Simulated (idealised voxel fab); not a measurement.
Herein follows the process module entitled voxel wiring stack.
Cross-section cut: width 140 nm, square cells of 5 nm.
Cross-section layout: square cells on a grid; listed as bands, top to bottom; a band spans one or more cell rows. For a band, the entry starts with two heights in nm, that of the top and then that of the bottom, and carries on with the band's materials in order from left to right, each alongside its width in nm; the word "full width" beside a single material means it fills the band edge to edge, and "empty" means empty space. A quick word on heights: they are counted from 0, and under that level the wafer as it came to us is one material throughout. The lowest band is different from the rest in having no bottom; it simply continues downward, written as in "0 -> down". Per-row width for "30->40": begins at first number (top row of band), ends at second number (bottom row), increment between rows held constant. When a step is marked "remains unaltered", none of the cells in the cross-section changed during that step. "Closed void inventory" enumerates empty spaces isolated from the top, with no open way to it, that contain at least 8 cells, giving each as width x height at distance from the left edge, all three in nm. Where a step's line continues beyond its settings, the continuation is a remark by the simulator itself on that step. When a step includes a mask, the "overlay nm" setting on its line states how far to the right of its planned place that mask lay, and negative values state how far to the left. In what follows, pairs of cross-sections are presented, each taken before and after one process step, with the after cross-section shown only down to the lowest band that was altered; the step, together with its settings, is stated below the pair. The pairs may stem from different runs of this module on the same starting wafer; accordingly, a pair should be taken as continuing from the one above it solely where its entry headed "Cross-section, before" indicates as much.

[Cross-section, before]
* 80 -> 75 = TiN (25) / Ru (10) / TiN (30) / Ru (10) / TiN (30) / Ru (10) / TiN (25)
* 75 -> 60 = lowk (20) / TiN (5) / Ru (10) / TiN (5) / lowk (20) / TiN (5) / Ru (10) / TiN (5) / lowk (20) / TiN (5) / Ru (10) / TiN (5) / lowk (20)
* 60 -> 55 = lowk (20) / TiN (5) / Ru (5) / TiN (10) / lowk (20) / TiN (5) / Ru (5) / TiN (10) / lowk (20) / TiN (5) / Ru (5) / TiN (10) / lowk (20)
* 55 -> 40 = lowk (20) / TiN (5) / Ru (5) / TiN (5) / lowk (25) / TiN (5) / Ru (5) / TiN (5) / lowk (25) / TiN (5) / Ru (5) / TiN (5) / lowk (25)
* 40 -> 35 = SiCN (20) / TiN (15) / SiCN (25) / TiN (15) / SiCN (25) / TiN (15) / SiCN (25)
* 35 -> 20 = SiO2 (20) / W (20) / SiO2 (20) / W (20) / SiO2 (20) / W (20) / SiO2 (20)
* 20 -> 15 = SiO2 (20) / TiN (20) / SiO2 (20) / TiN (20) / SiO2 (20) / TiN (20) / SiO2 (20)
* 15 -> 0 = SiO2 full width
* 0 -> down = Si full width
* Closed void inventory: none

[Post-Process Section]
* 85 -> 80 = SiN full width
* Below 80 it's all the same as before, nothing changed down there.
* Closed void inventory: none
In between the cross-sections above, the run called for op CONFORMAL_DEP | material SiN | thk nm 5

[Cross-section, before]
* 75 -> 40 = lowk (20) / empty (15) / lowk (25) / empty (15) / lowk (25) / empty (15) / lowk (25)
* 40 -> 35 = SiCN full width
* 35 -> 20 = SiO2 (20) / W (20) / SiO2 (20) / W (20) / SiO2 (20) / W (20) / SiO2 (20)
* 20 -> 15 = SiO2 (20) / TiN (20) / SiO2 (20) / TiN (20) / SiO2 (20) / TiN (20) / SiO2 (20)
* 15 -> 0 = SiO2 full width
* 0 -> down = Si full width
* Closed void inventory: none

[Post-Process Section]
* 90 -> 75 = resist (25) / empty (15) / resist (25) / empty (15) / resist (25) / empty (15) / resist (20)
* 75 -> 40 = lowk (20) / resist (5) / empty (10) / lowk (25) / resist (5) / empty (10) / lowk (25) / resist (5) / empty (10) / lowk (25)
* Below 40 it's all the same as before, nothing changed down there.
* Closed void inventory: none
In between the cross-sections above, the run called for op PATTERN | tone open | mask id METAL_2 | material resist | width nm 15 | pitch nm 40 | thk nm 15 | overlay nm 0

Cross-section, before: after-step cross-section of the pair just above applies.

[Post-Process Section]
* 90 -> 75 = resist (25) / empty (15) / resist (25) / empty (15) / resist (25) / empty (15) / resist (20)
* 75 -> 55 = lowk (20) / resist (5) / empty (15) / lowk (20) / resist (5) / empty (15) / lowk (20) / resist (5) / empty (15) / lowk (20)
* Below 55 it's all the same as before, nothing changed down there.
* Closed void inventory: none
In between the cross-sections above, the run called for op DIRECTIONAL_ETCH | etch materials lowk | depth nm 20

Cross-section, before: after-step cross-section of the pair just above applies.

[Post-Process Section]
* 90 -> 75 = resist (25) / empty (15) / resist (25) / empty (15) / resist (25) / empty (15) / resist (20)
* 75 -> 55 = lowk (20) / resist (5) / empty (15) / lowk (20) / resist (5) / empty (15) / lowk (20) / resist (5) / empty (15) / lowk (20)
* 55 -> 40 = lowk (20) / resist (5) / empty (10) / lowk (25) / resist (5) / empty (10) / lowk (25) / resist (5) / empty (10) / lowk (25)
* 40 -> 35 = SiCN (25) / empty (10) / SiCN (30) / empty (10) / SiCN (30) / empty (10) / SiCN (25)
* Below 35 it's all the same as before, nothing changed down there.
* Closed void inventory: none
In between the cross-sections above, the run called for op DIRECTIONAL_ETCH | etch materials SiCN | depth nm 5

Cross-section, before: after-step cross-section of the pair just above applies.

[Post-Process Section]
* 75 -> 55 = lowk (20) / empty (20) / lowk (20) / empty (20) / lowk (20) / empty (20) / lowk (20)
* 55 -> 40 = lowk (20) / empty (15) / lowk (25) / empty (15) / lowk (25) / empty (15) / lowk (25)
* Below 40 it's all the same as before, nothing changed down there.
* Closed void inventory: none
In between the cross-sections above, the run called for op STRIP | etch materials resist

Cross-section, before: after-step cross-section of the pair just above applies.

[Post-Process Section]
* 80 -> 75 = TiN (25) / empty (10) / TiN (30) / empty (10) / TiN (30) / empty (10) / TiN (25)
* 75 -> 60 = lowk (20) / TiN (5) / empty (10) / TiN (5) / lowk (20) / TiN (5) / empty (10) / TiN (5) / lowk (20) / TiN (5) / empty (10) / TiN (5) / lowk (20)
* 60 -> 55 = lowk (20) / TiN (5) / empty (5) / TiN (10) / lowk (20) / TiN (5) / empty (5) / TiN (10) / lowk (20) / TiN (5) / empty (5) / TiN (10) / lowk (20)
* 55 -> 45 = lowk (20) / TiN (5) / empty (5) / TiN (5) / lowk (25) / TiN (5) / empty (5) / TiN (5) / lowk (25) / TiN (5) / empty (5) / TiN (5) / lowk (25)
* 45 -> 40 = lowk (20) / TiN (15) / lowk (25) / TiN (15) / lowk (25) / TiN (15) / lowk (25)
* 40 -> 35 = SiCN (25) / TiN (10) / SiCN (30) / TiN (10) / SiCN (30) / TiN (10) / SiCN (25)
* Below 35 it's all the same as before, nothing changed down there.
* Closed void inventory: none
In between the cross-sections above, the run called for op CONFORMAL_DEP | material TiN | thk nm 5

Cross-section, before: after-step cross-section of the pair just above applies.

[Post-Process Section]
* 85 -> 80 = Ru full width
* 80 -> 75 = TiN (25) / Ru (10) / TiN (30) / Ru (10) / TiN (30) / Ru (10) / TiN (25)
* 75 -> 60 = lowk (20) / TiN (5) / Ru (10) / TiN (5) / lowk (20) / TiN (5) / Ru (10) / TiN (5) / lowk (20) / TiN (5) / Ru (10) / TiN (5) / lowk (20)
* 60 -> 55 = lowk (20) / TiN (5) / Ru (5) / TiN (10) / lowk (20) / TiN (5) / Ru (5) / TiN (10) / lowk (20) / TiN (5) / Ru (5) / TiN (10) / lowk (20)
* 55 -> 45 = lowk (20) / TiN (5) / Ru (5) / TiN (5) / lowk (25) / TiN (5) / Ru (5) / TiN (5) / lowk (25) / TiN (5) / Ru (5) / TiN (5) / lowk (25)
* Below 45 it's all the same as before, nothing changed down there.
* Closed void inventory: none
In between the cross-sections above, the run called for op FILL_DEP | material Ru | thk nm 5

Cross-section, before: after-step cross-section of the pair just above applies.

[Post-Process Section]
* 75 -> 60 = lowk (20) / TiN (5) / Ru (10) / TiN (5) / lowk (20) / TiN (5) / Ru (10) / TiN (5) / lowk (20) / TiN (5) / Ru (10) / TiN (5) / lowk (20)
* Below 60 it's all the same as before, nothing changed down there.
* Closed void inventory: none
In between the cross-sections above, the run called for op CMP | height nm 75

Cross-section, before: after-step cross-section of the pair just above applies.

[Post-Process Section]
* 80 -> 75 = SiN full width
* Below 75 it's all the same as before, nothing changed down there.
* Closed void inventory: none
In between the cross-sections above, the run called for op CONFORMAL_DEP | material SiN | thk nm 5

[Cross-section, before]
* 75 -> 40 = lowk full width
* 40 -> 35 = SiCN full width
* 35 -> 20 = SiO2 (20) / W (20) / SiO2 (20) / W (20) / SiO2 (20) / W (20) / SiO2 (20)
* 20 -> 15 = SiO2 (20) / TiN (20) / SiO2 (20) / TiN (20) / SiO2 (20) / TiN (20) / SiO2 (20)
* 15 -> 0 = SiO2 full width
* 0 -> down = Si full width
* Closed void inventory: none

[Post-Process Section]
* 75 -> 40 = lowk (25) / empty (15) / lowk (25) / empty (15) / lowk (25) / empty (15) / lowk (20)
* Below 40 it's all the same as before, nothing changed down there.
* Closed void inventory: none
In between the cross-sections above, the run called for op MASKED_ETCH | tone open | mask id METAL_2_HOLES | width nm 15 | pitch nm 40 | etch materials lowk | depth nm 35 | overlay nm 5

Cross-section, before: after-step cross-section of the pair just above applies.

[Post-Process Section]
* 90 -> 75 = resist (20) / empty (20) / resist (20) / empty (20) / resist (20) / empty (20) / resist (20)
* Below 75 it's all the same as before, nothing changed down there.
* Closed void inventory: none
In between the cross-sections above, the run called for op PATTERN | tone open | mask id METAL_2 | material resist | width nm 20 | pitch nm 40 | thk nm 15 | overlay nm 0

Cross-section, before: after-step cross-section of the pair just above applies.

[Post-Process Section]
* 90 -> 75 = resist (20) / empty (20) / resist (20) / empty (20) / resist (20) / empty (20) / resist (20)
* 75 -> 55 = lowk (20) / empty (20) / lowk (20) / empty (20) / lowk (20) / empty (20) / lowk (20)
* Below 55 it's all the same as before, nothing changed down there.
* Closed void inventory: none
In between the cross-sections above, the run called for op DIRECTIONAL_ETCH | etch materials lowk | depth nm 20

Cross-section, before: after-step cross-section of the pair just above applies.

[Post-Process Section]
* 90 -> 75 = resist (20) / empty (20) / resist (20) / empty (20) / resist (20) / empty (20) / resist (20)
* 75 -> 55 = lowk (20) / empty (20) / lowk (20) / empty (20) / lowk (20) / empty (20) / lowk (20)
* 55 -> 40 = lowk (25) / empty (15) / lowk (25) / empty (15) / lowk (25) / empty (15) / lowk (20)
* 40 -> 35 = SiCN (25) / empty (15) / SiCN (25) / empty (15) / SiCN (25) / empty (15) / SiCN (20)
* Below 35 it's all the same as before, nothing changed down there.
* Closed void inventory: none
In between the cross-sections above, the run called for op DIRECTIONAL_ETCH | etch materials SiCN | depth nm 5

Cross-section, before: after-step cross-section of the pair just above applies.

[Post-Process Section]
* 75 -> 55 = lowk (20) / empty (20) / lowk (20) / empty (20) / lowk (20) / empty (20) / lowk (20)
* Below 55 it's all the same as before, nothing changed down there.
* Closed void inventory: none
In between the cross-sections above, the run called for op STRIP | etch materials resist

Cross-section, before: after-step cross-section of the pair just above applies.

[Post-Process Section]
* 80 -> 75 = TiN (25) / empty (10) / TiN (30) / empty (10) / TiN (30) / empty (10) / TiN (25)
* 75 -> 60 = lowk (20) / TiN (5) / empty (10) / TiN (5) / lowk (20) / TiN (5) / empty (10) / TiN (5) / lowk (20) / TiN (5) / empty (10) / TiN (5) / lowk (20)
* 60 -> 55 = lowk (20) / TiN (10) / empty (5) / TiN (5) / lowk (20) / TiN (10) / empty (5) / TiN (5) / lowk (20) / TiN (10) / empty (5) / TiN (5) / lowk (20)
* 55 -> 40 = lowk (25) / TiN (5) / empty (5) / TiN (5) / lowk (25) / TiN (5) / empty (5) / TiN (5) / lowk (25) / TiN (5) / empty (5) / TiN (5) / lowk (20)
* 40 -> 35 = SiCN (25) / TiN (15) / SiCN (25) / TiN (15) / SiCN (25) / TiN (15) / SiCN (20)
* Below 35 it's all the same as before, nothing changed down there.
* Closed void inventory: none
In between the cross-sections above, the run called for op CONFORMAL_DEP | material TiN | thk nm 5

Cross-section, before: after-step cross-section of the pair just above applies.

[Post-Process Section]
* 85 -> 80 = Ru full width
* 80 -> 75 = TiN (25) / Ru (10) / TiN (30) / Ru (10) / TiN (30) / Ru (10) / TiN (25)
* 75 -> 60 = lowk (20) / TiN (5) / Ru (10) / TiN (5) / lowk (20) / TiN (5) / Ru (10) / TiN (5) / lowk (20) / TiN (5) / Ru (10) / TiN (5) / lowk (20)
* 60 -> 55 = lowk (20) / TiN (10) / Ru (5) / TiN (5) / lowk (20) / TiN (10) / Ru (5) / TiN (5) / lowk (20) / TiN (10) / Ru (5) / TiN (5) / lowk (20)
* 55 -> 40 = lowk (25) / TiN (5) / Ru (5) / TiN (5) / lowk (25) / TiN (5) / Ru (5) / TiN (5) / lowk (25) / TiN (5) / Ru (5) / TiN (5) / lowk (20)
* Below 40 it's all the same as before, nothing changed down there.
* Closed void inventory: none
In between the cross-sections above, the run called for op FILL_DEP | material Ru | thk nm 5

Cross-section, before: after-step cross-section of the pair just above applies.

[Post-Process Section]
* 75 -> 60 = lowk (20) / TiN (5) / Ru (10) / TiN (5) / lowk (20) / TiN (5) / Ru (10) / TiN (5) / lowk (20) / TiN (5) / Ru (10) / TiN (5) / lowk (20)
* Below 60 it's all the same as before, nothing changed down there.
* Closed void inventory: none
In between the cross-sections above, the run called for op CMP | height nm 75

Cross-section, before: after-step cross-section of the pair just above applies.

[Post-Process Section]
* 80 -> 75 = SiN full width
* Below 75 it's all the same as before, nothing changed down there.
* Closed void inventory: none
In between the cross-sections above, the run called for op CONFORMAL_DEP | material SiN | thk nm 5

[Cross-section, before]
* 75 -> 60 = lowk (20) / TiN (5) / Ru (10) / TiN (5) / lowk (20) / TiN (5) / Ru (10) / TiN (5) / lowk (20) / TiN (5) / Ru (10) / TiN (5) / lowk (20)
* 60 -> 55 = lowk (20) / TiN (5) / Ru (5) / TiN (10) / lowk (20) / TiN (5) / Ru (5) / TiN (10) / lowk (20) / TiN (5) / Ru (5) / TiN (10) / lowk (20)
* 55 -> 40 = lowk (20) / TiN (5) / Ru (5) / TiN (5) / lowk (25) / TiN (5) / Ru (5) / TiN (5) / lowk (25) / TiN (5) / Ru (5) / TiN (5) / lowk (25)
* 40 -> 35 = SiCN (20) / TiN (15) / SiCN (25) / TiN (15) / SiCN (25) / TiN (15) / SiCN (25)
* 35 -> 20 = SiO2 (20) / W (20) / SiO2 (20) / W (20) / SiO2 (20) / W (20) / SiO2 (20)
* 20 -> 15 = SiO2 (20) / TiN (20) / SiO2 (20) / TiN (20) / SiO2 (20) / TiN (20) / SiO2 (20)
* 15 -> 0 = SiO2 full width
* 0 -> down = Si full width
* Closed void inventory: none

[Post-Process Section]
* 80 -> 75 = W full width
* Below 75 it's all the same as before, nothing changed down there.
* Closed void inventory: none
In between the cross-sections above, the run called for op CONFORMAL_DEP | material W | thk nm 5

[Cross-section, before]
* 35 -> 20 = W full width
* 20 -> 15 = TiN full width
* 15 -> 0 = SiO2 full width
* 0 -> down = Si full width
* Closed void inventory: none

[Post-Process Section]
* 55 -> 35 = resist (20) / empty (20) / resist (20) / empty (20) / resist (20) / empty (20) / resist (20)
* Below 35 it's all the same as before, nothing changed down there.
* Closed void inventory: none
In between the cross-sections above, the run called for op PATTERN | tone open | mask id METAL_1 | material resist | width nm 20 | pitch nm 40 | thk nm 20 | overlay nm 0

Cross-section, before: after-step cross-section of the pair just above applies.

[Post-Process Section]
* 55 -> 35 = resist (20) / empty (20) / resist (20) / empty (20) / resist (20) / empty (20) / resist (20)
* 35 -> 20 = W (20) / empty (20) / W (20) / empty (20) / W (20) / empty (20) / W (20)
* Below 20 it's all the same as before, nothing changed down there.
* Closed void inventory: none
In between the cross-sections above, the run called for op DIRECTIONAL_ETCH | etch materials W | depth nm 15

Cross-section, before: after-step cross-section of the pair just above applies.

[Post-Process Section]
* 55 -> 35 = resist (20) / empty (20) / resist (20) / empty (20) / resist (20) / empty (20) / resist (20)
* 35 -> 20 = W (20) / empty (20) / W (20) / empty (20) / W (20) / empty (20) / W (20)
* 20 -> 15 = TiN (20) / empty (20) / TiN (20) / empty (20) / TiN (20) / empty (20) / TiN (20)
* Below 15 it's all the same as before, nothing changed down there.
* Closed void inventory: none
In between the cross-sections above, the run called for op DIRECTIONAL_ETCH | etch materials TiN | depth nm 5

Cross-section, before: after-step cross-section of the pair just above applies.

[Post-Process Section]
* 35 -> 20 = W (20) / empty (20) / W (20) / empty (20) / W (20) / empty (20) / W (20)
* Below 20 it's all the same as before, nothing changed down there.
* Closed void inventory: none
In between the cross-sections above, the run called for op STRIP | etch materials resist

Cross-section, before: after-step cross-section of the pair just above applies.

[Post-Process Section]
* 40 -> 35 = SiO2 full width
* 35 -> 20 = W (20) / SiO2 (20) / W (20) / SiO2 (20) / W (20) / SiO2 (20) / W (20)
* 20 -> 15 = TiN (20) / SiO2 (20) / TiN (20) / SiO2 (20) / TiN (20) / SiO2 (20) / TiN (20)
* Below 15 it's all the same as before, nothing changed down there.
* Closed void inventory: none
In between the cross-sections above, the run called for op FILL_DEP | material SiO2 | thk nm 5

Cross-section, before: after-step cross-section of the pair just above applies.

[Post-Process Section]
* 35 -> 20 = W (20) / SiO2 (20) / W (20) / SiO2 (20) / W (20) / SiO2 (20) / W (20)
* Below 20 it's all the same as before, nothing changed down there.
* Closed void inventory: none
In between the cross-sections above, the run called for op CMP | height nm 35

Cross-section, before: after-step cross-section of the pair just above applies.

[Post-Process Section]
* 40 -> 35 = SiCN full width
* Below 35 it's all the same as before, nothing changed down there.
* Closed void inventory: none
In between the cross-sections above, the run called for op CONFORMAL_DEP | material SiCN | thk nm 5

Cross-section, before: after-step cross-section of the pair just above applies.

[Post-Process Section]
* 75 -> 40 = lowk full width
* Below 40 it's all the same as before, nothing changed down there.
* Closed void inventory: none
In between the cross-sections above, the run called for op DIRECTIONAL_DEP | material lowk | thk nm 35

Cross-section, before: after-step cross-section of the pair just above applies.

[Post-Process Section]
* 75 -> 40 = lowk (20) / empty (15) / lowk (25) / empty (15) / lowk (25) / empty (15) / lowk (25)
* Below 40 it's all the same as before, nothing changed down there.
* Closed void inventory: none
In between the cross-sections above, the run called for op MASKED_ETCH | tone open | mask id METAL_2_HOLES | width nm 15 | pitch nm 40 | etch materials lowk | depth nm 35 | overlay nm 0

Cross-section, before: after-step cross-section of the pair just above applies.

[Post-Process Section]
* 90 -> 75 = resist (20) / empty (20) / resist (20) / empty (20) / resist (20) / empty (20) / resist (20)
* Below 75 it's all the same as before, nothing changed down there.
* Closed void inventory: none
In between the cross-sections above, the run called for op PATTERN | tone open | mask id METAL_2 | material resist | width nm 20 | pitch nm 40 | thk nm 15 | overlay nm 0

Cross-section, before: after-step cross-section of the pair just above applies.

[Post-Process Section]
* 90 -> 75 = resist (20) / empty (20) / resist (20) / empty (20) / resist (20) / empty (20) / resist (20)
* 75 -> 55 = lowk (20) / empty (20) / lowk (20) / empty (20) / lowk (20) / empty (20) / lowk (20)
* Below 55 it's all the same as before, nothing changed down there.
* Closed void inventory: none
In between the cross-sections above, the run called for op DIRECTIONAL_ETCH | etch materials lowk | depth nm 20

Cross-section, before: after-step cross-section of the pair just above applies.

[Post-Process Section]
* 90 -> 75 = resist (20) / empty (20) / resist (20) / empty (20) / resist (20) / empty (20) / resist (20)
* 75 -> 55 = lowk (20) / empty (20) / lowk (20) / empty (20) / lowk (20) / empty (20) / lowk (20)
* 55 -> 40 = lowk (20) / empty (15) / lowk (25) / empty (15) / lowk (25) / empty (15) / lowk (25)
* 40 -> 35 = SiCN (20) / empty (15) / SiCN (25) / empty (15) / SiCN (25) / empty (15) / SiCN (25)
* Below 35 it's all the same as before, nothing changed down there.
* Closed void inventory: none
In between the cross-sections above, the run called for op DIRECTIONAL_ETCH | etch materials SiCN | depth nm 5

Cross-section, before: after-step cross-section of the pair just above applies.

[Post-Process Section]
* 75 -> 55 = lowk (20) / empty (20) / lowk (20) / empty (20) / lowk (20) / empty (20) / lowk (20)
* Below 55 it's all the same as before, nothing changed down there.
* Closed void inventory: none
In between the cross-sections above, the run called for op STRIP | etch materials resist

Cross-section, before: after-step cross-section of the pair just above applies.

[Post-Process Section]
* 80 -> 75 = TiN (25) / empty (10) / TiN (30) / empty (10) / TiN (30) / empty (10) / TiN (25)
* 75 -> 60 = lowk (20) / TiN (5) / empty (10) / TiN (5) / lowk (20) / TiN (5) / empty (10) / TiN (5) / lowk (20) / TiN (5) / empty (10) / TiN (5) / lowk (20)
* 60 -> 55 = lowk (20) / TiN (5) / empty (5) / TiN (10) / lowk (20) / TiN (5) / empty (5) / TiN (10) / lowk (20) / TiN (5) / empty (5) / TiN (10) / lowk (20)
* 55 -> 40 = lowk (20) / TiN (5) / empty (5) / TiN (5) / lowk (25) / TiN (5) / empty (5) / TiN (5) / lowk (25) / TiN (5) / empty (5) / TiN (5) / lowk (25)
* 40 -> 35 = SiCN (20) / TiN (15) / SiCN (25) / TiN (15) / SiCN (25) / TiN (15) / SiCN (25)
* Below 35 it's all the same as before, nothing changed down there.
* Closed void inventory: none
In between the cross-sections above, the run called for op CONFORMAL_DEP | material TiN | thk nm 5

Cross-section, before: after-step cross-section of the pair just above applies.

[Post-Process Section]
* 85 -> 80 = Ru full width
* 80 -> 75 = TiN (25) / Ru (10) / TiN (30) / Ru (10) / TiN (30) / Ru (10) / TiN (25)
* 75 -> 60 = lowk (20) / TiN (5) / Ru (10) / TiN (5) / lowk (20) / TiN (5) / Ru (10) / TiN (5) / lowk (20) / TiN (5) / Ru (10) / TiN (5) / lowk (20)
* 60 -> 55 = lowk (20) / TiN (5) / Ru (5) / TiN (10) / lowk (20) / TiN (5) / Ru (5) / TiN (10) / lowk (20) / TiN (5) / Ru (5) / TiN (10) / lowk (20)
* 55 -> 40 = lowk (20) / TiN (5) / Ru (5) / TiN (5) / lowk (25) / TiN (5) / Ru (5) / TiN (5) / lowk (25) / TiN (5) / Ru (5) / TiN (5) / lowk (25)
* Below 40 it's all the same as before, nothing changed down there.
* Closed void inventory: none
In between the cross-sections above, the run called for op FILL_DEP | material Ru | thk nm 5

Cross-section, before: after-step cross-section of the pair just above applies.

[Post-Process Section]
* 75 -> 60 = lowk (20) / TiN (5) / Ru (10) / TiN (5) / lowk (20) / TiN (5) / Ru (10) / TiN (5) / lowk (20) / TiN (5) / Ru (10) / TiN (5) / lowk (20)
* Below 60 it's all the same as before, nothing changed down there.
* Closed void inventory: none
In between the cross-sections above, the run called for op CMP | height nm 75

Cross-section, before: after-step cross-section of the pair just above applies.

[Post-Process Section]
* 80 -> 75 = SiN full width
* Below 75 it's all the same as before, nothing changed down there.
* Closed void inventory: none
In between the cross-sections above, the run called for op CONFORMAL_DEP | material SiN | thk nm 5
